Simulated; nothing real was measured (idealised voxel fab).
This is a process module. Its name is voxel wiring stack.
Shown is cross-section cut, with a width of 190 nm and square cells of size 5 nm.
The cross-sections in this document take the form of a grid made of square cells. They are written out as bands, in order from top to bottom. Each band consists of one or more rows of cells.
The entry gives the band's vertical extent as a top height and a bottom height in nm, then its horizontal make-up as materials from left to right, each with a width in nm. "empty" stands for empty space; a single material marked "throughout" fills the band edge to edge.
Note: height 0 marks the level under which the wafer is uniformly one material as received. Lowest band unbounded below, written "0 down".
It should be noted that a width expressed as "30 to 40" varies in equal increments from row to row of cells within the band, taking the value of the first number at the top row and that of the second number at the bottom row.
Where the words "remained unchanged" appear for a step, the cross-section shows no cell changed by that step; every cell remained as before.
Closed-off voids of 8+ cells (no open route to the top) go in "Closed void roster", written width x height at distance from the left edge, in nm.
The remark found on a step's line after its settings is issued by the simulator itself and pertains to that step.
When a step includes a mask, the "overlay nm" setting on its line states how far to the right of its planned place that mask lay, and negative values state how far to the left.

# These are the steps we planned for the process
1,RECEIVE: material Si
2,CONFORMAL_DEP: material SiO2, thk nm 15
3,CONFORMAL_DEP: material SiN, thk nm 5
4,DIRECTIONAL_DEP: material lowk, thk nm 25
5,PATTERN: tone open, mask id METAL_1, material resist, width nm 20, pitch nm 40, thk nm 15, overlay nm 0
6,DIRECTIONAL_ETCH: etch materials lowk, depth nm 25
7,DIRECTIONAL_ETCH: etch materials SiN, depth nm 5
8,STRIP: etch materials resist
9,CONFORMAL_DEP: material TiN, thk nm 5
10,FILL_DEP: material W, thk nm 10
11,CMP: height nm 45
12,EPI: material Ru, thk nm 5
13,FILL_DEP: material SiCN, thk nm 5
14,DIRECTIONAL_DEP: material lowk, thk nm 30
15,DIRECTIONAL_DEP: material aC, thk nm 10
16,PATTERN: tone open, mask id METAL_2, material resist, width nm 20, pitch nm 40, thk nm 25, overlay nm 0
17,DIRECTIONAL_ETCH: etch materials aC, depth nm 10
18,STRIP: etch materials resist
19,DIRECTIONAL_ETCH: etch materials lowk, depth nm 20
20,STRIP: etch materials aC
21,PATTERN: tone open, mask id METAL_2_HOLES, material resist, width nm 15, pitch nm 40, thk nm 20, overlay nm 0
22,DIRECTIONAL_ETCH: etch materials lowk, depth nm 10
23,DIRECTIONAL_ETCH: etch materials SiCN, depth nm 5
24,STRIP: etch materials resist
25,CONFORMAL_DEP: material TiN, thk nm 5
26,FILL_DEP: material Ru, thk nm 5
27,CMP: height nm 85
28,CONFORMAL_DEP: material SiCN, thk nm 5
29,DIRECTIONAL_DEP: material lowk, thk nm 15
30,DIRECTIONAL_DEP: material aC, thk nm 15
31,PATTERN: tone open, mask id PLUG_2, material resist, width nm 15, thk nm 30, overlay nm 0
32,DIRECTIONAL_ETCH: etch materials aC, depth nm 15
33,STRIP: etch materials resist
34,DIRECTIONAL_ETCH: etch materials lowk, depth nm 15
35,DIRECTIONAL_ETCH: etch materials SiCN, depth nm 5
36,STRIP: etch materials aC
37,CONFORMAL_DEP: material TiN, thk nm 5
38,FILL_DEP: material Cu, thk nm 5
39,CMP: height nm 105
40,CONFORMAL_DEP: material SiCN, thk nm 5
41,DIRECTIONAL_DEP: material SiO2, thk nm 15
42,PATTERN: tone open, mask id METAL_3, material resist, width nm 20, pitch nm 40, thk nm 20, overlay nm -15
43,DIRECTIONAL_ETCH: etch materials SiO2, depth nm 15
44,DIRECTIONAL_ETCH: etch materials SiCN, depth nm 5
45,STRIP: etch materials resist
46,CONFORMAL_DEP: material TiN, thk nm 5
47,FILL_DEP: material Cu, thk nm 10
48,CMP: height nm 125
49,CONFORMAL_DEP: material SiN, thk nm 5
Where the wafers of this document differ is in the overlay nm of step 42; they start out the same, and the plan states the value that applied to the first wafer.

# First of several wafers (as received, post step 1), cross-sectional view
- 0 down: Si throughout
- Closed void roster: none

# End of module: cross-section of the first of several wafers after step 49, the last step
- 130 to 125: SiN throughout
- 125 to 110: 50 SiO2, 5 TiN, 10 Cu, 5 TiN, 20 SiO2, 5 TiN, 10 Cu, 5 TiN, 80 SiO2
- 110 to 105: 50 SiCN, 20 TiN, 20 SiCN, 20 TiN, 80 SiCN
- 105 to 90: 65 lowk, 5 TiN, 5 Cu, 5 TiN, 110 lowk
- 90 to 85: 65 SiCN, 15 TiN, 110 SiCN
- 85 to 70: 65 lowk, 5 TiN, 10 Ru, 5 TiN, 20 lowk, 5 TiN, 10 Ru, 5 TiN, 65 lowk
- 70 to 65: 65 lowk, 5 TiN, 5 Ru, 10 TiN, 20 lowk, 5 TiN, 5 Ru, 10 TiN, 65 lowk
- 65 to 55: 65 lowk, 5 TiN, 5 Ru, 5 TiN, 25 lowk, 5 TiN, 5 Ru, 5 TiN, 70 lowk
- 55 to 50: 65 SiCN, 15 TiN, 25 SiCN, 15 TiN, 70 SiCN
- 50 to 45: 60 SiCN, 30 Ru, 10 SiCN, 30 Ru, 60 SiCN
- 45 to 20: 65 lowk, 5 TiN, 10 W, 5 TiN, 20 lowk, 5 TiN, 10 W, 5 TiN, 65 lowk
- 20 to 15: 65 SiN, 20 TiN, 20 SiN, 20 TiN, 65 SiN
- 15 to 0: SiO2 throughout
- 0 down: Si throughout
- Closed void roster: none

# Wafer cross-section (last wafer, module end)
- 130 to 125: SiN throughout
- 125 to 110: 80 SiO2, 5 TiN, 10 Cu, 5 TiN, 20 SiO2, 5 TiN, 10 Cu, 5 TiN, 50 SiO2
- 110 to 105: 80 SiCN, 20 TiN, 20 SiCN, 20 TiN, 50 SiCN
- 105 to 90: 65 lowk, 5 TiN, 5 Cu, 5 TiN, 110 lowk
- 90 to 85: 65 SiCN, 15 TiN, 110 SiCN
- 85 to 70: 65 lowk, 5 TiN, 10 Ru, 5 TiN, 20 lowk, 5 TiN, 10 Ru, 5 TiN, 65 lowk
- 70 to 65: 65 lowk, 5 TiN, 5 Ru, 10 TiN, 20 lowk, 5 TiN, 5 Ru, 10 TiN, 65 lowk
- 65 to 55: 65 lowk, 5 TiN, 5 Ru, 5 TiN, 25 lowk, 5 TiN, 5 Ru, 5 TiN, 70 lowk
- 55 to 50: 65 SiCN, 15 TiN, 25 SiCN, 15 TiN, 70 SiCN
- 50 to 45: 60 SiCN, 30 Ru, 10 SiCN, 30 Ru, 60 SiCN
- 45 to 20: 65 lowk, 5 TiN, 10 W, 5 TiN, 20 lowk, 5 TiN, 10 W, 5 TiN, 65 lowk
- 20 to 15: 65 SiN, 20 TiN, 20 SiN, 20 TiN, 65 SiN
- 15 to 0: SiO2 throughout
- 0 down: Si throughout
- Closed void roster: none

# Take any row and you have a wafer at the end of the module: how many cells of each material it has gained (+) or lost (-) since it was received, and then its closed voids
overlay nm -15, +15 Cu, +30 Ru, +123 SiCN, +68 SiN, +204 SiO2, +89 TiN, +20 W, +439 lowk, Closed void roster: none
overlay nm -10, +15 Cu, +30 Ru, +123 SiCN, +68 SiN, +204 SiO2, +89 TiN, +20 W, +439 lowk, Closed void roster: none
overlay nm -5, +15 Cu, +30 Ru, +123 SiCN, +68 SiN, +204 SiO2, +89 TiN, +20 W, +439 lowk, Closed void roster: none
overlay nm 0, +15 Cu, +30 Ru, +123 SiCN, +68 SiN, +204 SiO2, +89 TiN, +20 W, +439 lowk, Closed void roster: none
overlay nm 5, +15 Cu, +30 Ru, +123 SiCN, +68 SiN, +204 SiO2, +89 TiN, +20 W, +439 lowk, Closed void roster: none
overlay nm 10, +15 Cu, +30 Ru, +123 SiCN, +68 SiN, +204 SiO2, +89 TiN, +20 W, +439 lowk, Closed void roster: none
overlay nm 15, +15 Cu, +30 Ru, +123 SiCN, +68 SiN, +204 SiO2, +89 TiN, +20 W, +439 lowk, Closed void roster: none
